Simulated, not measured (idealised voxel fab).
This is a process module. Its name is voxel self aligned vias.
We display cut, a cross-section 240 nm in width whose square cells are each 5 nm.
Bands, listed from the top down, are how a cross-section gets written in this document; the cross-section itself is a grid of square cells, and a band is one or more rows of them. Top, bottom (nm), then materials left to right with widths (nm); lone material tagged "edge to edge" fills the whole band edge to edge; "air" = empty space. It should be noted that heights are counted from 0, beneath which the wafer as supplied is of one material throughout, and that the lowest band possesses no lower boundary but continues downward, as written in "0 and below". The two numbers in a width such as "30..40" mark its ends across the band: the first belongs to the top row of cells, the second to the bottom row, and from each row to the next the width moves by the same amount. The cross-section has no changed cell in any step marked "same as before". "Closed void listing": sealed empty spaces, 8 cells or more, no open way to top, listed width x height at distance, with distance from the left edge and width, height and distance in nm. On each step's line, the part that comes after the settings is the simulator's own comment on the step. "overlay nm" answers the question of how far to the right of plan the mask lay on a step that has a mask, and when it is negative the answer is to the left.

plan
- 1: RECEIVE (material Si)
- 2: CONFORMAL_DEP (material SiO2; thk nm 15)
- 3: CONFORMAL_DEP (material SiCN; thk nm 5)
- 4: DIRECTIONAL_DEP (material SiO2; thk nm 20)
- 5: DIRECTIONAL_DEP (material aC; thk nm 10)
- 6: PATTERN (tone open; mask id LINES; material resist; width nm 25; pitch nm 55; thk nm 30; overlay nm 0)
- 7: DIRECTIONAL_ETCH (etch materials aC; depth nm 10)
- 8: STRIP (etch materials resist)
- 9: DIRECTIONAL_ETCH (etch materials SiO2; depth nm 20)
- 10: STRIP (etch materials aC)
- 11: CONFORMAL_DEP (material TiN; thk nm 5)
- 12: FILL_DEP (material W; thk nm 5)
- 13: CMP (height nm 40)
- 14: SELECTIVE_ETCH (etch materials W Ru TiN; depth nm 5)
- 15: FILL_DEP (material SiN; thk nm 5)
- 16: CMP (height nm 40)
- 17: DIRECTIONAL_DEP (material SiO2; thk nm 20)
- 18: DIRECTIONAL_DEP (material aC; thk nm 10)
- 19: PATTERN (tone open; mask id VIAS; material resist; width nm 35; pitch nm 55; thk nm 25; overlay nm 0)
- 20: DIRECTIONAL_ETCH (etch materials aC; depth nm 10)
- 21: STRIP (etch materials resist)
- 22: DIRECTIONAL_ETCH (etch materials SiO2; depth nm 20)
- 23: DIRECTIONAL_ETCH (etch materials SiN; depth nm 5)
- 24: STRIP (etch materials aC)
- 25: CONFORMAL_DEP (material TiN; thk nm 5)
- 26: FILL_DEP (material Ru; thk nm 5)
- 27: CMP (height nm 60)
- 28: CONFORMAL_DEP (material SiN; thk nm 5)

First out of two wafers; run went to plan

Cross-section: wafer on arrival = after step 1
0 and below  Si edge to edge
Closed void listing: none

Take a look at the wafer's cross-section after step 2
15 down to 0  SiO2 edge to edge
Below a height of 0, the structure has not been altered.

Take a look at the wafer's cross-section after step 3
20 down to 15  SiCN edge to edge
Below a height of 15, the structure has not been altered.

Take a look at the wafer's cross-section after step 4
40 down to 20  SiO2 edge to edge
Below a height of 20, the structure has not been altered.

Take a look at the wafer's cross-section after step 5
50 down to 40  aC edge to edge
Below a height of 40, the structure has not been altered.

Take a look at the wafer's cross-section after step 6
80 down to 50  80 of resist | 25 of air | 30 of resist | 25 of air | 80 of resist
Below a height of 50, the structure has not been altered.

Take a look at the wafer's cross-section after step 7
70 down to 50  80 of resist | 25 of air | 30 of resist | 25 of air | 80 of resist
50 down to 40  80 of aC | 25 of air | 30 of aC | 25 of air | 80 of aC
Below a height of 40, the structure has not been altered.

Take a look at the wafer's cross-section after step 8
50 down to 40  80 of aC | 25 of air | 30 of aC | 25 of air | 80 of aC
Below a height of 40, the structure has not been altered.

Take a look at the wafer's cross-section after step 9
50 down to 40  80 of aC | 25 of air | 30 of aC | 25 of air | 80 of aC
40 down to 20  80 of SiO2 | 25 of air | 30 of SiO2 | 25 of air | 80 of SiO2
Below a height of 20, the structure has not been altered.

Take a look at the wafer's cross-section after step 10
40 down to 20  80 of SiO2 | 25 of air | 30 of SiO2 | 25 of air | 80 of SiO2
Below a height of 20, the structure has not been altered.

Take a look at the wafer's cross-section after step 11
45 down to 40  85 of TiN | 15 of air | 40 of TiN | 15 of air | 85 of TiN
40 down to 25  80 of SiO2 | 5 of TiN | 15 of air | 5 of TiN | 30 of SiO2 | 5 of TiN | 15 of air | 5 of TiN | 80 of SiO2
25 down to 20  80 of SiO2 | 25 of TiN | 30 of SiO2 | 25 of TiN | 80 of SiO2
Below a height of 20, the structure has not been altered.

Take a look at the wafer's cross-section after step 12
50 down to 45  W edge to edge
45 down to 40  85 of TiN | 15 of W | 40 of TiN | 15 of W | 85 of TiN
40 down to 25  80 of SiO2 | 5 of TiN | 15 of W | 5 of TiN | 30 of SiO2 | 5 of TiN | 15 of W | 5 of TiN | 80 of SiO2
Below a height of 25, the structure has not been altered.

Take a look at the wafer's cross-section after step 13
40 down to 25  80 of SiO2 | 5 of TiN | 15 of W | 5 of TiN | 30 of SiO2 | 5 of TiN | 15 of W | 5 of TiN | 80 of SiO2
Below a height of 25, the structure has not been altered.

Take a look at the wafer's cross-section after step 14
40 down to 35  80 of SiO2 | 25 of air | 30 of SiO2 | 25 of air | 80 of SiO2
Below a height of 35, the structure has not been altered.

Take a look at the wafer's cross-section after step 15
45 down to 40  SiN edge to edge
40 down to 35  80 of SiO2 | 25 of SiN | 30 of SiO2 | 25 of SiN | 80 of SiO2
Below a height of 35, the structure has not been altered.

Take a look at the wafer's cross-section after step 16
40 down to 35  80 of SiO2 | 25 of SiN | 30 of SiO2 | 25 of SiN | 80 of SiO2
Below a height of 35, the structure has not been altered.

Take a look at the wafer's cross-section after step 17
60 down to 40  SiO2 edge to edge
Below a height of 40, the structure has not been altered.

Take a look at the wafer's cross-section after step 18
70 down to 60  aC edge to edge
Below a height of 60, the structure has not been altered.

Take a look at the wafer's cross-section after step 19
95 down to 70  75 of resist | 35 of air | 20 of resist | 35 of air | 75 of resist
Below a height of 70, the structure has not been altered.

Take a look at the wafer's cross-section after step 20
85 down to 70  75 of resist | 35 of air | 20 of resist | 35 of air | 75 of resist
70 down to 60  75 of aC | 35 of air | 20 of aC | 35 of air | 75 of aC
Below a height of 60, the structure has not been altered.

Take a look at the wafer's cross-section after step 21
70 down to 60  75 of aC | 35 of air | 20 of aC | 35 of air | 75 of aC
Below a height of 60, the structure has not been altered.

Take a look at the wafer's cross-section after step 22
70 down to 60  75 of aC | 35 of air | 20 of aC | 35 of air | 75 of aC
60 down to 40  75 of SiO2 | 35 of air | 20 of SiO2 | 35 of air | 75 of SiO2
Below a height of 40, the structure has not been altered.

Take a look at the wafer's cross-section after step 23
70 down to 60  75 of aC | 35 of air | 20 of aC | 35 of air | 75 of aC
60 down to 40  75 of SiO2 | 35 of air | 20 of SiO2 | 35 of air | 75 of SiO2
40 down to 35  80 of SiO2 | 25 of air | 30 of SiO2 | 25 of air | 80 of SiO2
Below a height of 35, the structure has not been altered.

Take a look at the wafer's cross-section after step 24
60 down to 40  75 of SiO2 | 35 of air | 20 of SiO2 | 35 of air | 75 of SiO2
Below a height of 40, the structure has not been altered.

Take a look at the wafer's cross-section after step 25
65 down to 60  80 of TiN | 25 of air | 30 of TiN | 25 of air | 80 of TiN
60 down to 45  75 of SiO2 | 5 of TiN | 25 of air | 5 of TiN | 20 of SiO2 | 5 of TiN | 25 of air | 5 of TiN | 75 of SiO2
45 down to 40  75 of SiO2 | 10 of TiN | 15 of air | 10 of TiN | 20 of SiO2 | 10 of TiN | 15 of air | 10 of TiN | 75 of SiO2
40 down to 35  80 of SiO2 | 25 of TiN | 30 of SiO2 | 25 of TiN | 80 of SiO2
Below a height of 35, the structure has not been altered.

Take a look at the wafer's cross-section after step 26
70 down to 65  Ru edge to edge
65 down to 60  80 of TiN | 25 of Ru | 30 of TiN | 25 of Ru | 80 of TiN
60 down to 45  75 of SiO2 | 5 of TiN | 25 of Ru | 5 of TiN | 20 of SiO2 | 5 of TiN | 25 of Ru | 5 of TiN | 75 of SiO2
45 down to 40  75 of SiO2 | 10 of TiN | 15 of Ru | 10 of TiN | 20 of SiO2 | 10 of TiN | 15 of Ru | 10 of TiN | 75 of SiO2
Below a height of 40, the structure has not been altered.

Take a look at the wafer's cross-section after step 27
60 down to 45  75 of SiO2 | 5 of TiN | 25 of Ru | 5 of TiN | 20 of SiO2 | 5 of TiN | 25 of Ru | 5 of TiN | 75 of SiO2
Below a height of 45, the structure has not been altered.

Take a look at the wafer's cross-section after step 28
65 down to 60  SiN edge to edge
Below a height of 60, the structure has not been altered.

Second wafer - shared start and plan with the first - one error in running - same as the first up to step 1 inclusive

when step 2 should have ended
30 down to 0  SiO2 edge to edge
Below a height of 0, the structure has not been altered.

when step 3 should have ended
35 down to 30  SiCN edge to edge
Below a height of 30, the structure has not been altered.

when step 4 should have ended
55 down to 35  SiO2 edge to edge
Below a height of 35, the structure has not been altered.

when step 5 should have ended
65 down to 55  aC edge to edge
Below a height of 55, the structure has not been altered.

when step 6 should have ended
95 down to 65  80 of resist | 25 of air | 30 of resist | 25 of air | 80 of resist
Below a height of 65, the structure has not been altered.

when step 7 should have ended
85 down to 65  80 of resist | 25 of air | 30 of resist | 25 of air | 80 of resist
65 down to 55  80 of aC | 25 of air | 30 of aC | 25 of air | 80 of aC
Below a height of 55, the structure has not been altered.

when step 8 should have ended
65 down to 55  80 of aC | 25 of air | 30 of aC | 25 of air | 80 of aC
Below a height of 55, the structure has not been altered.

when step 9 should have ended
65 down to 55  80 of aC | 25 of air | 30 of aC | 25 of air | 80 of aC
55 down to 35  80 of SiO2 | 25 of air | 30 of SiO2 | 25 of air | 80 of SiO2
Below a height of 35, the structure has not been altered.

when step 10 should have ended
55 down to 35  80 of SiO2 | 25 of air | 30 of SiO2 | 25 of air | 80 of SiO2
Below a height of 35, the structure has not been altered.

when step 11 should have ended
60 down to 55  85 of TiN | 15 of air | 40 of TiN | 15 of air | 85 of TiN
55 down to 40  80 of SiO2 | 5 of TiN | 15 of air | 5 of TiN | 30 of SiO2 | 5 of TiN | 15 of air | 5 of TiN | 80 of SiO2
40 down to 35  80 of SiO2 | 25 of TiN | 30 of SiO2 | 25 of TiN | 80 of SiO2
Below a height of 35, the structure has not been altered.

when step 12 should have ended
65 down to 60  W edge to edge
60 down to 55  85 of TiN | 15 of W | 40 of TiN | 15 of W | 85 of TiN
55 down to 40  80 of SiO2 | 5 of TiN | 15 of W | 5 of TiN | 30 of SiO2 | 5 of TiN | 15 of W | 5 of TiN | 80 of SiO2
Below a height of 40, the structure has not been altered.

when step 13 should have ended
40 down to 35  80 of SiO2 | 25 of TiN | 30 of SiO2 | 25 of TiN | 80 of SiO2
Below a height of 35, the structure has not been altered.

when step 14 should have ended
40 down to 35  80 of SiO2 | 25 of air | 30 of SiO2 | 25 of air | 80 of SiO2
Below a height of 35, the structure has not been altered.

when step 15 should have ended
45 down to 40  SiN edge to edge
40 down to 35  80 of SiO2 | 25 of SiN | 30 of SiO2 | 25 of SiN | 80 of SiO2
Below a height of 35, the structure has not been altered.

when step 16 should have ended
40 down to 35  80 of SiO2 | 25 of SiN | 30 of SiO2 | 25 of SiN | 80 of SiO2
Below a height of 35, the structure has not been altered.

when step 17 should have ended
60 down to 40  SiO2 edge to edge
Below a height of 40, the structure has not been altered.

when step 18 should have ended
70 down to 60  aC edge to edge
Below a height of 60, the structure has not been altered.

when step 19 should have ended
95 down to 70  75 of resist | 35 of air | 20 of resist | 35 of air | 75 of resist
Below a height of 70, the structure has not been altered.

when step 20 should have ended
85 down to 70  75 of resist | 35 of air | 20 of resist | 35 of air | 75 of resist
70 down to 60  75 of aC | 35 of air | 20 of aC | 35 of air | 75 of aC
Below a height of 60, the structure has not been altered.

when step 21 should have ended
70 down to 60  75 of aC | 35 of air | 20 of aC | 35 of air | 75 of aC
Below a height of 60, the structure has not been altered.

when step 22 should have ended
70 down to 60  75 of aC | 35 of air | 20 of aC | 35 of air | 75 of aC
60 down to 40  75 of SiO2 | 35 of air | 20 of SiO2 | 35 of air | 75 of SiO2
Below a height of 40, the structure has not been altered.

when step 23 should have ended
70 down to 60  75 of aC | 35 of air | 20 of aC | 35 of air | 75 of aC
60 down to 40  75 of SiO2 | 35 of air | 20 of SiO2 | 35 of air | 75 of SiO2
40 down to 35  80 of SiO2 | 25 of air | 30 of SiO2 | 25 of air | 80 of SiO2
Below a height of 35, the structure has not been altered.

when step 24 should have ended
60 down to 40  75 of SiO2 | 35 of air | 20 of SiO2 | 35 of air | 75 of SiO2
Below a height of 40, the structure has not been altered.

when step 25 should have ended
65 down to 60  80 of TiN | 25 of air | 30 of TiN | 25 of air | 80 of TiN
60 down to 45  75 of SiO2 | 5 of TiN | 25 of air | 5 of TiN | 20 of SiO2 | 5 of TiN | 25 of air | 5 of TiN | 75 of SiO2
45 down to 40  75 of SiO2 | 10 of TiN | 15 of air | 10 of TiN | 20 of SiO2 | 10 of TiN | 15 of air | 10 of TiN | 75 of SiO2
40 down to 35  80 of SiO2 | 25 of TiN | 30 of SiO2 | 25 of TiN | 80 of SiO2
Below a height of 35, the structure has not been altered.

when step 26 should have ended
70 down to 65  Ru edge to edge
65 down to 60  80 of TiN | 25 of Ru | 30 of TiN | 25 of Ru | 80 of TiN
60 down to 45  75 of SiO2 | 5 of TiN | 25 of Ru | 5 of TiN | 20 of SiO2 | 5 of TiN | 25 of Ru | 5 of TiN | 75 of SiO2
45 down to 40  75 of SiO2 | 10 of TiN | 15 of Ru | 10 of TiN | 20 of SiO2 | 10 of TiN | 15 of Ru | 10 of TiN | 75 of SiO2
Below a height of 40, the structure has not been altered.

when step 27 should have ended
60 down to 45  75 of SiO2 | 5 of TiN | 25 of Ru | 5 of TiN | 20 of SiO2 | 5 of TiN | 25 of Ru | 5 of TiN | 75 of SiO2
Below a height of 45, the structure has not been altered.

when step 28 should have ended
65 down to 60  SiN edge to edge
Below a height of 60, the structure has not been altered.
What was done differently from what was planned? step 2, plan: ran twice
Counted in cells at the end, the second wafer holds more or fewer of these materials than the first: 30 more of SiO2 | 18 fewer of TiN | 12 fewer of W
